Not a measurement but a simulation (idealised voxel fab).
Module name: voxel wiring stack (process module)
cross-section cut | 205 nm wide | cells 5 nm
Each cross-section below is a grid of square cells, stated as bands in top-down order, with one or more rows of cells making up each band.
Heights first: top, then bottom, in nm. Then materials, left to right, each with a width in nm. "throughout" on a single material: fills the band edge to edge. "air": empty space.
Measure heights from 0. That's the level where, below it, the as-received wafer is all one material. The lowest band is bottomless and extends downward; write it as in "0 down".
Width spec "30 to 40" -> top row of cells at first value, bottom row at second value, equal per-row change in between.
Any step labelled "remains unaltered" changed none of the cells in the cross-section.
"Internal closed voids" enumerates empty spaces isolated from the top, with no open way to it, that contain at least 8 cells, giving each as width x height at distance from the left edge, all three in nm.
If you see something after the settings on a step's line, that's the simulator's own remark about that step.
The "overlay nm" setting may appear on a step's line; for a step that uses a mask, it gives how far to the right of its planned position the mask lay, and a negative value indicates the left.
[List of planned process steps]
- 1: RECEIVE: material Si
- 2: CONFORMAL_DEP: material SiO2, thk nm 10
- 3: DIRECTIONAL_DEP: material TiN, thk nm 5
- 4: DIRECTIONAL_DEP: material Ru, thk nm 25
- 5: PATTERN: tone cover, mask id METAL_1, material resist, width nm 30, pitch nm 50, thk nm 20, overlay nm 0
- 6: DIRECTIONAL_ETCH: etch materials Ru, depth nm 25
- 7: DIRECTIONAL_ETCH: etch materials TiN, depth nm 5
- 8: STRIP: etch materials resist
- 9: FILL_DEP: material SiO2, thk nm 10
- 10: CMP: height nm 40
- 11: CONFORMAL_DEP: material SiCN, thk nm 5
- 12: DIRECTIONAL_DEP: material SiO2, thk nm 15
- 13: MASKED_ETCH: tone open, mask id PLUG_1, width nm 15, pitch nm 50, etch materials SiO2, depth nm 15, overlay nm 0
- 14: MASKED_ETCH: tone open, mask id PLUG_1, width nm 15, pitch nm 50, etch materials SiCN, depth nm 5, overlay nm 0
- 15: CONFORMAL_DEP: material TiN, thk nm 5
- 16: FILL_DEP: material Cu, thk nm 5
- 17: CMP: height nm 60
- 18: CONFORMAL_DEP: material SiN, thk nm 5
- 19: DIRECTIONAL_DEP: material SiO2, thk nm 25
- 20: DIRECTIONAL_DEP: material aC, thk nm 10
- 21: PATTERN: tone open, mask id METAL_2, material resist, width nm 30, pitch nm 50, thk nm 25, overlay nm 0
- 22: DIRECTIONAL_ETCH: etch materials aC, depth nm 10
- 23: STRIP: etch materials resist
- 24: DIRECTIONAL_ETCH: etch materials SiO2, depth nm 25
- 25: DIRECTIONAL_ETCH: etch materials SiN, depth nm 5
- 26: STRIP: etch materials aC
- 27: CONFORMAL_DEP: material TiN, thk nm 5
- 28: FILL_DEP: material Cu, thk nm 5
- 29: CMP: height nm 90
- 30: CONFORMAL_DEP: material SiCN, thk nm 5
[Cross-section of the incoming wafer, state after step 1]
0 down  Si throughout
Internal closed voids: none
[Cross-section: first of two wafers, module finished, run according to plan]
95 to 90  SiCN throughout
90 to 65  35 SiO2; 5 TiN; 20 Cu; 5 TiN; 20 SiO2; 5 TiN; 20 Cu; 5 TiN; 20 SiO2; 5 TiN; 20 Cu; 5 TiN; 40 SiO2
65 to 60  35 SiN; 30 TiN; 20 SiN; 30 TiN; 20 SiN; 30 TiN; 40 SiN
60 to 45  35 SiO2; 5 TiN; 5 Cu; 5 TiN; 35 SiO2; 5 TiN; 5 Cu; 5 TiN; 35 SiO2; 5 TiN; 5 Cu; 5 TiN; 55 SiO2
45 to 40  35 SiCN; 15 TiN; 35 SiCN; 15 TiN; 35 SiCN; 15 TiN; 55 SiCN
40 to 15  35 SiO2; 30 Ru; 20 SiO2; 30 Ru; 20 SiO2; 30 Ru; 40 SiO2
15 to 10  35 SiO2; 30 TiN; 20 SiO2; 30 TiN; 20 SiO2; 30 TiN; 40 SiO2
10 to 0  SiO2 throughout
0 down  Si throughout
Internal closed voids: none
[The second wafer, shown in cross-section after the module: started the same way as the first and given the same plan, yet one mistake crept into how it was run]
95 to 90  SiCN throughout
90 to 65  35 SiO2; 5 TiN; 20 Cu; 5 TiN; 20 SiO2; 5 TiN; 20 Cu; 5 TiN; 20 SiO2; 5 TiN; 20 Cu; 5 TiN; 40 SiO2
65 to 60  35 SiN; 30 TiN; 20 SiN; 30 TiN; 20 SiN; 30 TiN; 40 SiN
60 to 45  35 SiO2; 5 TiN; 5 Cu; 5 TiN; 35 SiO2; 5 TiN; 5 Cu; 5 TiN; 35 SiO2; 5 TiN; 5 Cu; 5 TiN; 55 SiO2
45 to 40  35 SiCN; 15 TiN; 35 SiCN; 15 TiN; 35 SiCN; 15 TiN; 55 SiCN
40 to 35  SiO2 throughout
35 to 10  35 SiO2; 30 Ru; 20 SiO2; 30 Ru; 20 SiO2; 30 Ru; 40 SiO2
10 to 0  SiO2 throughout
0 down  Si throughout
Internal closed voids: none
Want to know what went wrong? step 3 in the plan did not get run; it was skipped
Once processing is complete, comparing cell counts shows that the second wafer has more or fewer of certain materials than the first: +18 SiO2 | -18 TiN
